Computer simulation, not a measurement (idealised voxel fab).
Process module name: voxel double patterning
Cross-section cut spans 235 nm and uses square cells 5 nm in size.
If you're reading a cross-section in this doc, picture square cells in a grid; it comes to you as bands, top ones listed first down to the bottom, and a band can be one or more rows of cells. In this notation a band is specified by the heights of its top and bottom, in that order and in nm, after which its materials appear from left to right, each paired with its width in nm. The word "full width" attached to a single material means that material fills the band from edge to edge; the word "air" stands for empty space. It should be noted that heights are counted from 0, beneath which the wafer as supplied is of one material throughout, and that the lowest band possesses no lower boundary but continues downward, as written in "0 nm and below". Per-row width for "30->40": begins at first number (top row of band), ends at second number (bottom row), increment between rows held constant. "nothing got changed" after a step means that no cell of the cross-section changed. The entry titled "Fully sealed cavities" provides the empty spaces that have no open way to the top, restricted to those of 8 cells or more. Each is presented as width x height at distance, the distance being measured from the left edge, with all three in nm. Step line, after settings: the simulator's comment on this step. overlay nm: on a step with a mask, how far right of its planned place the mask lay; negative means left.
# The steps planned for the process are as follows
| 1 | RECEIVE [material Si] |
| 2 | CONFORMAL_DEP [material SiN] [thk nm 10] |
| 3 | DIRECTIONAL_DEP [material SiO2] [thk nm 20] |
| 4 | DIRECTIONAL_DEP [material SiCN] [thk nm 5] |
| 5 | MASKED_ETCH [tone open] [mask id FIRST] [width nm 15] [pitch nm 50] [etch materials SiCN] [depth nm 5] [overlay nm 0] |
| 6 | DIRECTIONAL_DEP [material aC] [thk nm 15] |
| 7 | PATTERN [tone open] [mask id SECOND] [material resist] [width nm 15] [pitch nm 50] [thk nm 35] [overlay nm -15] |
| 8 | DIRECTIONAL_ETCH [etch materials aC] [depth nm 15] |
| 9 | STRIP [etch materials resist] |
| 10 | DIRECTIONAL_ETCH [etch materials SiCN] [depth nm 5] |
| 11 | STRIP [etch materials aC] |
| 12 | DIRECTIONAL_ETCH [etch materials SiO2] [depth nm 20] |
| 13 | STRIP [etch materials SiCN] |
Where the wafers of this document differ is in the overlay nm of step 7; they start out the same, and the plan states the value that applied to the first wafer.
# First of several wafers, received after step 1, in cross-section
    0 nm and below: Si full width
    Fully sealed cavities: none
# Basically each wafer gets a line in the table, showing it at the end of the module: material by material, the cells it gained (+) or lost (-) since we got it, then its closed voids
overlay nm -15, +94 SiN, +136 SiO2, Fully sealed cavities: none
overlay nm -10, +94 SiN, +128 SiO2, Fully sealed cavities: none
overlay nm -5, +94 SiN, +128 SiO2, Fully sealed cavities: none
overlay nm 0, +94 SiN, +128 SiO2, Fully sealed cavities: none
overlay nm 5, +94 SiN, +128 SiO2, Fully sealed cavities: none
overlay nm 10, +94 SiN, +128 SiO2, Fully sealed cavities: none
overlay nm 15, +94 SiN, +136 SiO2, Fully sealed cavities: none
